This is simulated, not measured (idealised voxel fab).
Name of the process module below: voxel gate over fins
Xsec cut, 160 nm wide, square cell size 5 nm.
Cross-section, as written here: a square-cell grid given band by band from the top down, where a band holds one or more rows of cells. Band: top and bottom heights (nm) first, top before bottom; then materials from left to right, widths in nm. "edge to edge" marks a sole material filling the band edge to edge. "empty" denotes empty space. Counting heights begins at 0, where everything beneath is, in the wafer as received, one material. The lowest band has no bottom; it goes on downwards, as "0 down" shows. Think of "30->40" as a width that walks from the first number to the second as you go down the band, top row to bottom row, taking equal-sized steps from row to row. Key: "no change occurred" - step with no changed cell in the cross-section. "Enclosed void listing": sealed empty spaces, 8 cells or more, no open way to top, listed width x height at distance, with distance from the left edge and width, height and distance in nm. Heads up: the bit after the settings on a step's line is the simulator's remark on that step. The optional step-line setting "overlay nm" applies to steps with a mask and quantifies how far to the right of its planned location the mask lay, a negative value indicating leftward placement.
[The planned process steps are enumerated hereunder]
| 1 | RECEIVE with material Si |
| 2 | CONFORMAL_DEP with material SiN, thk nm 5 |
| 3 | MASKED_ETCH with tone cover, mask id FINS, width nm 15, pitch nm 55, etch materials SiN, depth nm 5, overlay nm 0 |
| 4 | MASKED_ETCH with tone cover, mask id FINS, width nm 15, pitch nm 55, etch materials Si, depth nm 35, overlay nm 0 |
| 5 | OXIDIZE with depth nm 5 |
| 6 | FILL_DEP with material SiO2, thk nm 5 |
| 7 | CMP with height nm 5 |
| 8 | PATTERN with tone open, mask id RAIL, material resist, width nm 15, thk nm 15, overlay nm 0 |
| 9 | DIRECTIONAL_ETCH with etch materials SiO2, depth nm 35 |
| 10 | STRIP with etch materials resist |
| 11 | CONFORMAL_DEP with material TiN, thk nm 5 |
| 12 | FILL_DEP with material W, thk nm 10 |
| 13 | CMP with height nm 5 |
| 14 | SELECTIVE_ETCH with etch materials W Ru TiN, depth nm 25 |
| 15 | FILL_DEP with material SiO2, thk nm 5 |
| 16 | CMP with height nm 5 |
| 17 | SELECTIVE_ETCH with etch materials SiO2, depth nm 20 |
| 18 | STRIP with etch materials SiN |
| 19 | CONFORMAL_DEP with material HfO2, thk nm 5 |
| 20 | CONFORMAL_DEP with material TiN, thk nm 5 |
| 21 | CONFORMAL_DEP with material TiAl, thk nm 5 |
| 22 | CONFORMAL_DEP with material TiN, thk nm 5 |
| 23 | FILL_DEP with material W, thk nm 15 |
| 24 | CMP with height nm 30 |
| 25 | CONFORMAL_DEP with material SiN, thk nm 5 |
Where the wafers of this document differ is in the thk nm of step 25; they start out the same, and the plan states the value that applied to the first wafer.
[The first of several wafers in cross-section, exactly as it reached us after step 1]
    0 down = Si edge to edge
    Enclosed void listing: none
[Cross-section of the first of several wafers, taken after step 25, where the module ends]
    35 to 30 = SiN edge to edge
    30 to 20 = W edge to edge
    20 to 15 = TiN 45 nm; W 10 nm; TiN 45 nm; W 10 nm; TiN 45 nm; W 5 nm
    15 to 10 = TiN 5 nm; TiAl 35 nm; TiN 5 nm; W 10 nm; TiN 5 nm; TiAl 35 nm; TiN 5 nm; W 10 nm; TiN 5 nm; TiAl 35 nm; TiN 5 nm; W 5 nm
    10 to 5 = TiN 5 nm; TiAl 5 nm; TiN 25 nm; TiAl 5 nm; TiN 5 nm; W 10 nm; TiN 5 nm; TiAl 5 nm; TiN 25 nm; TiAl 5 nm; TiN 5 nm; W 10 nm; TiN 5 nm; TiAl 5 nm; TiN 25 nm; TiAl 5 nm; TiN 5 nm; W 5 nm
    5 to 0 = TiN 5 nm; TiAl 5 nm; TiN 5 nm; HfO2 15 nm; TiN 5 nm; TiAl 5 nm; TiN 20 nm; TiAl 5 nm; TiN 5 nm; HfO2 15 nm; TiN 5 nm; TiAl 5 nm; TiN 20 nm; TiAl 5 nm; TiN 5 nm; HfO2 15 nm; TiN 5 nm; TiAl 5 nm; TiN 10 nm
    0 to -5 = TiAl 10 nm; TiN 5 nm; HfO2 5 nm; Si 5 nm; HfO2 5 nm; TiN 5 nm; TiAl 30 nm; TiN 5 nm; HfO2 5 nm; Si 5 nm; HfO2 5 nm; TiN 5 nm; TiAl 30 nm; TiN 5 nm; HfO2 5 nm; Si 5 nm; HfO2 5 nm; TiN 5 nm; TiAl 15 nm
    -5 to -10 = TiN 15 nm; HfO2 5 nm; Si 5 nm; HfO2 5 nm; TiN 40 nm; HfO2 5 nm; Si 5 nm; HfO2 5 nm; TiN 40 nm; HfO2 5 nm; Si 5 nm; HfO2 5 nm; TiN 20 nm
    -10 to -15 = HfO2 20 nm; Si 5 nm; HfO2 50 nm; Si 5 nm; HfO2 50 nm; Si 5 nm; HfO2 25 nm
    -15 to -20 = SiO2 20 nm; Si 5 nm; SiO2 50 nm; Si 5 nm; SiO2 50 nm; Si 5 nm; SiO2 25 nm
    -20 to -25 = SiO2 20 nm; Si 5 nm; SiO2 15 nm; TiN 5 nm; W 5 nm; TiN 5 nm; SiO2 20 nm; Si 5 nm; SiO2 50 nm; Si 5 nm; SiO2 25 nm
    -25 to -30 = SiO2 20 nm; Si 5 nm; SiO2 15 nm; TiN 15 nm; SiO2 20 nm; Si 5 nm; SiO2 50 nm; Si 5 nm; SiO2 25 nm
    -30 to -40 = SiO2 20 nm; Si 5 nm; SiO2 50 nm; Si 5 nm; SiO2 50 nm; Si 5 nm; SiO2 25 nm
    -40 down = Si edge to edge
    Enclosed void listing: none
[So this is the cross-section on the last wafer at the end of the module]
    55 to 30 = SiN edge to edge
    30 to 20 = W edge to edge
    20 to 15 = TiN 45 nm; W 10 nm; TiN 45 nm; W 10 nm; TiN 45 nm; W 5 nm
    15 to 10 = TiN 5 nm; TiAl 35 nm; TiN 5 nm; W 10 nm; TiN 5 nm; TiAl 35 nm; TiN 5 nm; W 10 nm; TiN 5 nm; TiAl 35 nm; TiN 5 nm; W 5 nm
    10 to 5 = TiN 5 nm; TiAl 5 nm; TiN 25 nm; TiAl 5 nm; TiN 5 nm; W 10 nm; TiN 5 nm; TiAl 5 nm; TiN 25 nm; TiAl 5 nm; TiN 5 nm; W 10 nm; TiN 5 nm; TiAl 5 nm; TiN 25 nm; TiAl 5 nm; TiN 5 nm; W 5 nm
    5 to 0 = TiN 5 nm; TiAl 5 nm; TiN 5 nm; HfO2 15 nm; TiN 5 nm; TiAl 5 nm; TiN 20 nm; TiAl 5 nm; TiN 5 nm; HfO2 15 nm; TiN 5 nm; TiAl 5 nm; TiN 20 nm; TiAl 5 nm; TiN 5 nm; HfO2 15 nm; TiN 5 nm; TiAl 5 nm; TiN 10 nm
    0 to -5 = TiAl 10 nm; TiN 5 nm; HfO2 5 nm; Si 5 nm; HfO2 5 nm; TiN 5 nm; TiAl 30 nm; TiN 5 nm; HfO2 5 nm; Si 5 nm; HfO2 5 nm; TiN 5 nm; TiAl 30 nm; TiN 5 nm; HfO2 5 nm; Si 5 nm; HfO2 5 nm; TiN 5 nm; TiAl 15 nm
    -5 to -10 = TiN 15 nm; HfO2 5 nm; Si 5 nm; HfO2 5 nm; TiN 40 nm; HfO2 5 nm; Si 5 nm; HfO2 5 nm; TiN 40 nm; HfO2 5 nm; Si 5 nm; HfO2 5 nm; TiN 20 nm
    -10 to -15 = HfO2 20 nm; Si 5 nm; HfO2 50 nm; Si 5 nm; HfO2 50 nm; Si 5 nm; HfO2 25 nm
    -15 to -20 = SiO2 20 nm; Si 5 nm; SiO2 50 nm; Si 5 nm; SiO2 50 nm; Si 5 nm; SiO2 25 nm
    -20 to -25 = SiO2 20 nm; Si 5 nm; SiO2 15 nm; TiN 5 nm; W 5 nm; TiN 5 nm; SiO2 20 nm; Si 5 nm; SiO2 50 nm; Si 5 nm; SiO2 25 nm
    -25 to -30 = SiO2 20 nm; Si 5 nm; SiO2 15 nm; TiN 15 nm; SiO2 20 nm; Si 5 nm; SiO2 50 nm; Si 5 nm; SiO2 25 nm
    -30 to -40 = SiO2 20 nm; Si 5 nm; SiO2 50 nm; Si 5 nm; SiO2 50 nm; Si 5 nm; SiO2 25 nm
    -40 down = Si edge to edge
    Enclosed void listing: none
[Gained (+) or lost (-) cells of each material since receipt, then closed voids: one row per wafer, at the end of the module]
thk nm 5, +50 HfO2, -232 Si, +32 SiN, +139 SiO2, +50 TiAl, +105 TiN, +80 W, Enclosed void listing: none
thk nm 10, +50 HfO2, -232 Si, +64 SiN, +139 SiO2, +50 TiAl, +105 TiN, +80 W, Enclosed void listing: none
thk nm 15, +50 HfO2, -232 Si, +96 SiN, +139 SiO2, +50 TiAl, +105 TiN, +80 W, Enclosed void listing: none
thk nm 20, +50 HfO2, -232 Si, +128 SiN, +139 SiO2, +50 TiAl, +105 TiN, +80 W, Enclosed void listing: none
thk nm 25, +50 HfO2, -232 Si, +160 SiN, +139 SiO2, +50 TiAl, +105 TiN, +80 W, Enclosed void listing: none
